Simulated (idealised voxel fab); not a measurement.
Process module name: voxel transistor to metal
We display cut, a cross-section 190 nm in width whose square cells are each 5 nm.
This document writes a cross-section as a grid whose cells are square, and gives it as bands, listed from the top down; one or more rows of cells form a band. For a band, the entry starts with two heights in nm, that of the top and then that of the bottom, and carries on with the band's materials in order from left to right, each alongside its width in nm; the word "edge to edge" beside a single material means it fills the band edge to edge, and "empty" means empty space. Zero point of the height axis is 0; under it, received wafer = one material. Lowest band: continues down indefinitely, "from 0 down". The width entry "30->40" should be interpreted row by row: the top row of cells in the band takes the first number, the bottom row takes the second number, and the change between adjacent rows is uniform throughout. "no modifications" for a step: no cell of the cross-section changed in that step. "Catalogued sealed voids" enumerates empty spaces isolated from the top, with no open way to it, that contain at least 8 cells, giving each as width x height at distance from the left edge, all three in nm. Past the settings on a step's line: simulator remark, on that step. overlay nm: how far to the right of its planned place the mask lay on this masked step (negative: to the left).
Process steps (planned):
1: RECEIVE,material Si
2: OXIDIZE,depth nm 5
3: CONFORMAL_DEP,material SiN,thk nm 15
4: DIRECTIONAL_DEP,material aC,thk nm 10
5: PATTERN,tone cover,mask id ACTIVE,material resist,width nm 110,thk nm 30,overlay nm 0
6: DIRECTIONAL_ETCH,etch materials aC,depth nm 10
7: STRIP,etch materials resist
8: DIRECTIONAL_ETCH,etch materials SiN,depth nm 15
9: DIRECTIONAL_ETCH,etch materials SiO2,depth nm 5
10: DIRECTIONAL_ETCH,etch materials Si,depth nm 25
11: STRIP,etch materials aC
12: OXIDIZE,depth nm 5
13: FILL_DEP,material SiO2,thk nm 10
14: CMP,height nm 15
15: SELECTIVE_ETCH,etch materials SiO2,depth nm 10
16: STRIP,etch materials SiN
17: SELECTIVE_ETCH,etch materials SiO2,depth nm 5
18: OXIDIZE,depth nm 5
19: DIRECTIONAL_DEP,material polySi,thk nm 20
20: DIRECTIONAL_DEP,material SiCN,thk nm 15
21: PATTERN,tone cover,mask id GATE,material resist,width nm 20,thk nm 15,overlay nm 0
22: DIRECTIONAL_ETCH,etch materials SiCN,depth nm 25
23: DIRECTIONAL_ETCH,etch materials polySi,depth nm 30
24: STRIP,etch materials resist
25: CONFORMAL_DEP,material SiN,thk nm 5
26: DIRECTIONAL_ETCH,etch materials SiN,depth nm 5
27: DIRECTIONAL_ETCH,etch materials SiO2,depth nm 5
28: EPI,material pSi,thk nm 5
29: FILL_DEP,material SiO2,thk nm 10
30: CMP,height nm 30
31: DIRECTIONAL_DEP,material SiO2,thk nm 15
32: DIRECTIONAL_DEP,material aC,thk nm 15
33: PATTERN,tone open,mask id CONTACT,material resist,width nm 35,pitch nm 65,thk nm 35,overlay nm 0
34: DIRECTIONAL_ETCH,etch materials aC,depth nm 15
35: STRIP,etch materials resist
36: DIRECTIONAL_ETCH,etch materials SiO2,depth nm 50
37: STRIP,etch materials aC
38: CONFORMAL_DEP,material TiN,thk nm 5
39: FILL_DEP,material Ru,thk nm 10
40: CMP,height nm 45
41: CONFORMAL_DEP,material SiCN,thk nm 5
42: DIRECTIONAL_DEP,material lowk,thk nm 25
43: DIRECTIONAL_DEP,material aC,thk nm 10
44: PATTERN,tone open,mask id METAL_1,material resist,width nm 20,pitch nm 80,thk nm 25,overlay nm 0
45: DIRECTIONAL_ETCH,etch materials aC,depth nm 10
46: STRIP,etch materials resist
47: DIRECTIONAL_ETCH,etch materials lowk,depth nm 25
48: DIRECTIONAL_ETCH,etch materials SiCN,depth nm 5
49: STRIP,etch materials aC
50: CONFORMAL_DEP,material TiN,thk nm 5
51: FILL_DEP,material Cu,thk nm 5
52: CMP,height nm 75
53: CONFORMAL_DEP,material SiCN,thk nm 5
Cross-section of the wafer at receipt, which is the condition after step 1:
  from 0 down  Si edge to edge
  Catalogued sealed voids: none
Run as planned - first of the two wafers cross-sectioned at the end of the module:
  from 80 to 75  SiCN edge to edge
  from 75 to 50  45 of lowk; 5 of TiN; 10 of Cu; 5 of TiN; 60 of lowk; 5 of TiN; 10 of Cu; 5 of TiN; 45 of lowk
  from 50 to 45  45 of SiCN; 20 of TiN; 60 of SiCN; 20 of TiN; 45 of SiCN
  from 45 to 30  45 of SiO2; 5 of TiN; 25 of Ru; 5 of TiN; 30 of SiO2; 5 of TiN; 25 of Ru; 5 of TiN; 45 of SiO2
  from 30 to 15  45 of SiO2; 5 of TiN; 25 of Ru; 5 of TiN; 5 of SiN; 20 of SiCN; 5 of SiN; 5 of TiN; 25 of Ru; 5 of TiN; 45 of SiO2
  from 15 to 0  45 of SiO2; 5 of TiN; 25 of Ru; 5 of TiN; 5 of SiN; 20 of polySi; 5 of SiN; 5 of TiN; 25 of Ru; 5 of TiN; 45 of SiO2
  from 0 to -5  35 of SiO2; 5 of SiN; 5 of SiO2; 35 of TiN; 5 of SiN; 20 of polySi; 5 of SiN; 35 of TiN; 5 of SiO2; 5 of SiN; 35 of SiO2
  from -5 to -10  40 of SiO2; 40 of pSi; 30 of SiO2; 40 of pSi; 40 of SiO2
  from -10 to -35  45 of SiO2; 100 of Si; 45 of SiO2
  from -35 down  Si edge to edge
  Catalogued sealed voids: none
Second of two wafers, module complete, sectioned: it shares the first wafer's start and plan but was run with one mistake:
  from 80 to 75  SiCN edge to edge
  from 75 to 65  45 of lowk; 5 of TiN; 10 of Cu; 5 of TiN; 60 of lowk; 5 of TiN; 10 of Cu; 5 of TiN; 45 of lowk
  from 65 to 60  45 of SiCN; 20 of TiN; 60 of SiCN; 20 of TiN; 45 of SiCN
  from 60 to 50  Ru edge to edge
  from 50 to 45  50 of TiN; 25 of Ru; 40 of TiN; 25 of Ru; 50 of TiN
  from 45 to 30  45 of SiO2; 5 of TiN; 25 of Ru; 5 of TiN; 30 of SiO2; 5 of TiN; 25 of Ru; 5 of TiN; 45 of SiO2
  from 30 to 15  45 of SiO2; 5 of TiN; 25 of Ru; 5 of TiN; 5 of SiN; 20 of SiCN; 5 of SiN; 5 of TiN; 25 of Ru; 5 of TiN; 45 of SiO2
  from 15 to 0  45 of SiO2; 5 of TiN; 25 of Ru; 5 of TiN; 5 of SiN; 20 of polySi; 5 of SiN; 5 of TiN; 25 of Ru; 5 of TiN; 45 of SiO2
  from 0 to -5  35 of SiO2; 5 of SiN; 5 of SiO2; 35 of TiN; 5 of SiN; 20 of polySi; 5 of SiN; 35 of TiN; 5 of SiO2; 5 of SiN; 35 of SiO2
  from -5 to -10  40 of SiO2; 40 of pSi; 30 of SiO2; 40 of pSi; 40 of SiO2
  from -10 to -35  45 of SiO2; 100 of Si; 45 of SiO2
  from -35 down  Si edge to edge
  Catalogued sealed voids: none
Error vs. plan: plan step 40 never ran because it was skipped
Count the cells at the end and the second wafer has more or fewer of some materials than the first: 12 fewer of Cu; 86 more of Ru; 16 more of TiN; 90 fewer of lowk
